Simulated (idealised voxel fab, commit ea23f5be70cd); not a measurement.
The process module presented herein is designated voxel self aligned contacts.
Square cell edge 5 nm, section width 250 nm, ID cut.
In this document a cross-section is written as a grid of square cells. It is given as a series of bands, listed from the top down, and a band is one or more rows of cells.
Look at the band entry: it leads with the top's height and the bottom's height in nm. Then it lists the materials left to right, with a width in nm for each. The word "throughout" on a single material says that material fills the band edge to edge. The word "empty" is empty space.
For the purposes of this specification, 0 denotes the height below which the wafer in its as-received condition is composed wholly of one material, and the lowermost band, lacking a lower limit, extends downward without end, as expressed in "0 nm and below".
A width given as "30->40" starts at the first number in the band's top row and ends at the second number in its bottom row, shifting by an equal amount at every step from row to row.
It should be understood that the words "nothing altered", when stated for a given step, signify that the cross-section underwent no change in any of its cells during that step.
You'll see "Closed internal cavities" listing empty spaces that have no way open to the top, as long as they're 8 cells or more; the notation is width x height at distance, where the distance is from the left edge, and all of it is in nm.
Whatever follows a step's settings on its line is a remark the simulator itself makes about that step.
"overlay nm" answers the question of how far to the right of plan the mask lay on a step that has a mask, and when it is negative the answer is to the left.

## plan
1 RECEIVE | material Si
2 CONFORMAL_DEP | material SiO2 | thk nm 5
3 DIRECTIONAL_DEP | material polySi | thk nm 30
4 DIRECTIONAL_DEP | material SiN | thk nm 15
5 PATTERN | tone cover | mask id GATE | material resist | width nm 35 | pitch nm 60 | thk nm 15 | overlay nm 0
6 DIRECTIONAL_ETCH | etch materials SiN | depth nm 15
7 DIRECTIONAL_ETCH | etch materials polySi | depth nm 30
8 STRIP | etch materials resist
9 CONFORMAL_DEP | material SiN | thk nm 5
10 DIRECTIONAL_ETCH | etch materials SiN | depth nm 5
11 FILL_DEP | material SiO2 | thk nm 15
12 CMP | height nm 60
13 PATTERN | tone open | mask id CONTACT | material resist | width nm 35 | pitch nm 60 | thk nm 15 | overlay nm 0
14 DIRECTIONAL_ETCH | etch materials SiO2 | depth nm 60
15 STRIP | etch materials resist
16 CONFORMAL_DEP | material TiN | thk nm 5
17 FILL_DEP | material Ru | thk nm 5
18 CMP | height nm 60
19 CONFORMAL_DEP | material SiCN | thk nm 5

## Wafer cross-section on receipt, i.e. after step 1
  0 nm and below: Si throughout
  Closed internal cavities: none

## a wafer at the end: this start, this plan, one mistake
  65 nm to 60 nm: SiCN throughout
  60 nm to 55 nm: SiO2=40  SiN=45  TiN=5  Ru=5  TiN=5  SiN=45  TiN=5  Ru=5  TiN=5  SiN=45  SiO2=45
  55 nm to 50 nm: SiO2=40  SiN=45  TiN=15  SiN=45  TiN=15  SiN=45  SiO2=45
  50 nm to 35 nm: SiN throughout
  35 nm to 5 nm: polySi throughout
  5 nm to 0 nm: SiO2 throughout
  0 nm and below: Si throughout
  Closed internal cavities: none
Finding, execution versus plan: heads up, step 4 of the plan got done twice
